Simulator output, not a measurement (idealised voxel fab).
process module | voxel self aligned vias
cross-section cut | 300 nm wide | cells 5 nm
A cross-section is a grid of square cells, given in bands from the top down. A band is one or more rows of cells.
Each band's line starts with the height of the band's top and of its bottom, in nm. Then come its materials from left to right, each with its width in nm. One material with "throughout" fills the band from edge to edge. "air" is empty space.
Height 0 is the level under which the wafer as received is all one material. The lowest band goes on downwards, as in "0 down".
A width such as "30 to 40" changes by the same amount from each row of cells to the next, from the band's top row to its bottom row.
"no change" after a step means that no cell of the cross-section changed.
closed voids: empty space of 8 cells or more with no open way to the top, each as width x height at its distance from the left edge, in nm
after a step's settings: what the simulator itself notes on the step
overlay nm, on a step with a mask: how far to the right of its planned place the mask lay; to the left if negative
plan
1 op RECEIVE | material Si
2 op CONFORMAL_DEP | material SiO2 | thk nm 10
3 op CONFORMAL_DEP | material SiCN | thk nm 5
4 op DIRECTIONAL_DEP | material SiO2 | thk nm 25
5 op DIRECTIONAL_DEP | material aC | thk nm 15
6 op PATTERN | tone open | mask id LINES | material resist | width nm 30 | pitch nm 60 | thk nm 30 | overlay nm 0
7 op DIRECTIONAL_ETCH | etch materials aC | depth nm 15
8 op STRIP | etch materials resist
9 op DIRECTIONAL_ETCH | etch materials SiO2 | depth nm 25
10 op STRIP | etch materials aC
11 op CONFORMAL_DEP | material TiN | thk nm 5
12 op FILL_DEP | material W | thk nm 5
13 op CMP | height nm 40
14 op SELECTIVE_ETCH | etch materials W Ru TiN | depth nm 10
15 op FILL_DEP | material SiN | thk nm 10
16 op CMP | height nm 40
17 op DIRECTIONAL_DEP | material SiO2 | thk nm 20
18 op MASKED_ETCH | tone open | mask id VIAS | width nm 40 | pitch nm 120 | etch materials SiO2 | depth nm 20 | overlay nm 0
19 op MASKED_ETCH | tone open | mask id VIAS | width nm 40 | pitch nm 120 | etch materials SiN | depth nm 10 | overlay nm 0
20 op CONFORMAL_DEP | material TiN | thk nm 5
21 op FILL_DEP | material W | thk nm 5
22 op CMP | height nm 60
23 op CONFORMAL_DEP | material SiN | thk nm 5
first wafer, as planned
as received, after step 1
  0 down: Si throughout
  closed voids: none
after step 2
  10 to 0: SiO2 throughout
  below 0: unchanged
after step 3
  15 to 10: SiCN throughout
  below 10: unchanged
after step 4
  40 to 15: SiO2 throughout
  below 15: unchanged
after step 5
  55 to 40: aC throughout
  below 40: unchanged
after step 6
  85 to 55: resist 75 | air 30 | resist 30 | air 30 | resist 30 | air 30 | resist 75
  below 55: unchanged
after step 7
  70 to 55: resist 75 | air 30 | resist 30 | air 30 | resist 30 | air 30 | resist 75
  55 to 40: aC 75 | air 30 | aC 30 | air 30 | aC 30 | air 30 | aC 75
  below 40: unchanged
after step 8
  55 to 40: aC 75 | air 30 | aC 30 | air 30 | aC 30 | air 30 | aC 75
  below 40: unchanged
after step 9
  55 to 40: aC 75 | air 30 | aC 30 | air 30 | aC 30 | air 30 | aC 75
  40 to 15: SiO2 75 | air 30 | SiO2 30 | air 30 | SiO2 30 | air 30 | SiO2 75
  below 15: unchanged
after step 10
  40 to 15: SiO2 75 | air 30 | SiO2 30 | air 30 | SiO2 30 | air 30 | SiO2 75
  below 15: unchanged
after step 11
  45 to 40: TiN 80 | air 20 | TiN 40 | air 20 | TiN 40 | air 20 | TiN 80
  40 to 20: SiO2 75 | TiN 5 | air 20 | TiN 5 | SiO2 30 | TiN 5 | air 20 | TiN 5 | SiO2 30 | TiN 5 | air 20 | TiN 5 | SiO2 75
  20 to 15: SiO2 75 | TiN 30 | SiO2 30 | TiN 30 | SiO2 30 | TiN 30 | SiO2 75
  below 15: unchanged
after step 12
  50 to 45: W throughout
  45 to 40: TiN 80 | W 20 | TiN 40 | W 20 | TiN 40 | W 20 | TiN 80
  40 to 20: SiO2 75 | TiN 5 | W 20 | TiN 5 | SiO2 30 | TiN 5 | W 20 | TiN 5 | SiO2 30 | TiN 5 | W 20 | TiN 5 | SiO2 75
  below 20: unchanged
after step 13
  40 to 20: SiO2 75 | TiN 5 | W 20 | TiN 5 | SiO2 30 | TiN 5 | W 20 | TiN 5 | SiO2 30 | TiN 5 | W 20 | TiN 5 | SiO2 75
  below 20: unchanged
after step 14
  40 to 30: SiO2 75 | air 30 | SiO2 30 | air 30 | SiO2 30 | air 30 | SiO2 75
  below 30: unchanged
after step 15
  50 to 40: SiN throughout
  40 to 30: SiO2 75 | SiN 30 | SiO2 30 | SiN 30 | SiO2 30 | SiN 30 | SiO2 75
  below 30: unchanged
after step 16
  40 to 30: SiO2 75 | SiN 30 | SiO2 30 | SiN 30 | SiO2 30 | SiN 30 | SiO2 75
  below 30: unchanged
after step 17
  60 to 40: SiO2 throughout
  below 40: unchanged
after step 18
  60 to 40: SiO2 70 | air 40 | SiO2 80 | air 40 | SiO2 70
  below 40: unchanged
after step 19
  60 to 40: SiO2 70 | air 40 | SiO2 80 | air 40 | SiO2 70
  40 to 30: SiO2 75 | air 30 | SiO2 30 | SiN 30 | SiO2 30 | air 30 | SiO2 75
  below 30: unchanged
after step 20
  65 to 60: TiN 75 | air 30 | TiN 90 | air 30 | TiN 75
  60 to 45: SiO2 70 | TiN 5 | air 30 | TiN 5 | SiO2 80 | TiN 5 | air 30 | TiN 5 | SiO2 70
  45 to 40: SiO2 70 | TiN 10 | air 20 | TiN 10 | SiO2 80 | TiN 10 | air 20 | TiN 10 | SiO2 70
  40 to 35: SiO2 75 | TiN 5 | air 20 | TiN 5 | SiO2 30 | SiN 30 | SiO2 30 | TiN 5 | air 20 | TiN 5 | SiO2 75
  35 to 30: SiO2 75 | TiN 30 | SiO2 30 | SiN 30 | SiO2 30 | TiN 30 | SiO2 75
  below 30: unchanged
after step 21
  70 to 65: W throughout
  65 to 60: TiN 75 | W 30 | TiN 90 | W 30 | TiN 75
  60 to 45: SiO2 70 | TiN 5 | W 30 | TiN 5 | SiO2 80 | TiN 5 | W 30 | TiN 5 | SiO2 70
  45 to 40: SiO2 70 | TiN 10 | W 20 | TiN 10 | SiO2 80 | TiN 10 | W 20 | TiN 10 | SiO2 70
  40 to 35: SiO2 75 | TiN 5 | W 20 | TiN 5 | SiO2 30 | SiN 30 | SiO2 30 | TiN 5 | W 20 | TiN 5 | SiO2 75
  below 35: unchanged
after step 22
  60 to 45: SiO2 70 | TiN 5 | W 30 | TiN 5 | SiO2 80 | TiN 5 | W 30 | TiN 5 | SiO2 70
  below 45: unchanged
after step 23
  65 to 60: SiN throughout
  below 60: unchanged
second wafer: like start, like plan, one mistake. Through step 17 it matches the first wafer
when step 18 should have ended
  60 to 40: SiO2 65 | air 50 | SiO2 70 | air 50 | SiO2 65
  below 40: unchanged
when step 19 should have ended
  60 to 40: SiO2 65 | air 50 | SiO2 70 | air 50 | SiO2 65
  40 to 30: SiO2 75 | air 30 | SiO2 30 | SiN 30 | SiO2 30 | air 30 | SiO2 75
  below 30: unchanged
when step 20 should have ended
  65 to 60: TiN 70 | air 40 | TiN 80 | air 40 | TiN 70
  60 to 45: SiO2 65 | TiN 5 | air 40 | TiN 5 | SiO2 70 | TiN 5 | air 40 | TiN 5 | SiO2 65
  45 to 40: SiO2 65 | TiN 15 | air 20 | TiN 15 | SiO2 70 | TiN 15 | air 20 | TiN 15 | SiO2 65
  40 to 35: SiO2 75 | TiN 5 | air 20 | TiN 5 | SiO2 30 | SiN 30 | SiO2 30 | TiN 5 | air 20 | TiN 5 | SiO2 75
  35 to 30: SiO2 75 | TiN 30 | SiO2 30 | SiN 30 | SiO2 30 | TiN 30 | SiO2 75
  below 30: unchanged
when step 21 should have ended
  70 to 65: W throughout
  65 to 60: TiN 70 | W 40 | TiN 80 | W 40 | TiN 70
  60 to 45: SiO2 65 | TiN 5 | W 40 | TiN 5 | SiO2 70 | TiN 5 | W 40 | TiN 5 | SiO2 65
  45 to 40: SiO2 65 | TiN 15 | W 20 | TiN 15 | SiO2 70 | TiN 15 | W 20 | TiN 15 | SiO2 65
  40 to 35: SiO2 75 | TiN 5 | W 20 | TiN 5 | SiO2 30 | SiN 30 | SiO2 30 | TiN 5 | W 20 | TiN 5 | SiO2 75
  below 35: unchanged
when step 22 should have ended
  60 to 45: SiO2 65 | TiN 5 | W 40 | TiN 5 | SiO2 70 | TiN 5 | W 40 | TiN 5 | SiO2 65
  below 45: unchanged
when step 23 should have ended
  65 to 60: SiN throughout
  below 60: unchanged
what went wrong: step 18 ran as: op MASKED_ETCH | tone open | mask id VIAS | width nm 50 | pitch nm 120 | etch materials SiO2 | depth nm 20 | overlay nm 0
at the end the second wafer has, in cells: 16 fewer of SiO2 | 4 more of TiN | 12 more of W
